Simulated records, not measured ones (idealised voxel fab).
Process module under the name voxel lift off
The cross-section on display is named cut; it measures 155 nm wide, and its cells are 5 nm squares.
Just so we're on the same page, the cross-sections are grids of square cells, and they're listed out in bands top to bottom, each band one or more rows deep. What a band's entry tells you: where the top is and where the bottom is, as heights in nm, and after that what lies inside, material by material from left to right, each with its width in nm. Empty space is written as the word "air", and a single material marked with the word "edge to edge" occupies the band from edge to edge. Height reference: 0 = level under which incoming wafer is all one material. Lowest band: no bottom, runs on downward, e.g. "from 0 down". Quick explanation for "30 to 40": the width changes in equal steps down the rows of cells, from the first number in the band's top row to the second number in its bottom row. Basically "no modification" means that step didn't change any cell in the cross-section. Closed-off voids of 8+ cells (no open route to the top) go in "Closed void table", written width x height at distance from the left edge, in nm. On a step's line, text after the settings is the simulator commenting on that step. overlay nm: where the mask lay relative to plan, measured to the right, on steps with a mask; negatives go left.

### Planned process steps
1) RECEIVE: material Si
2) CONFORMAL_DEP: material SiO2, thk nm 15
3) PATTERN: tone open, mask id LINES, material resist, width nm 20, pitch nm 50, thk nm 30, overlay nm 0
4) DIRECTIONAL_DEP: material Ru, thk nm 15
5) STRIP: etch materials resist
6) CONFORMAL_DEP: material SiCN, thk nm 10

### Wafer as received: cross-section following step 1
from 0 down: Si edge to edge
Closed void table: none

### Cross-section taken at module completion on the first of two wafers; processed per the plan
from 40 to 30: air=5 | SiCN=40 | air=10 | SiCN=40 | air=10 | SiCN=40 | air=10
from 30 to 25: air=5 | SiCN=10 | Ru=20 | SiCN=10 | air=10 | SiCN=10 | Ru=20 | SiCN=10 | air=10 | SiCN=10 | Ru=20 | SiCN=10 | air=10
from 25 to 15: SiCN=15 | Ru=20 | SiCN=30 | Ru=20 | SiCN=30 | Ru=20 | SiCN=20
from 15 to 0: SiO2 edge to edge
from 0 down: Si edge to edge
Closed void table: none

### Wafer two, end of module, cross-section. Same start, same plan as wafer one. One mistake in the run
from 55 to 45: air=5 | SiCN=40 | air=10 | SiCN=40 | air=10 | SiCN=40 | air=10
from 45 to 40: air=5 | SiCN=10 | Ru=20 | SiCN=10 | air=10 | SiCN=10 | Ru=20 | SiCN=10 | air=10 | SiCN=10 | Ru=20 | SiCN=10 | air=10
from 40 to 30: SiCN=15 | Ru=20 | SiCN=30 | Ru=20 | SiCN=30 | Ru=20 | SiCN=20
from 30 to 0: SiO2 edge to edge
from 0 down: Si edge to edge
Closed void table: none
In executing the process, a mistake was made relative to the plan: plan step 2 ran twice
Final difference in cells, second wafer against first, listed per material as more or fewer: SiO2: 93 more
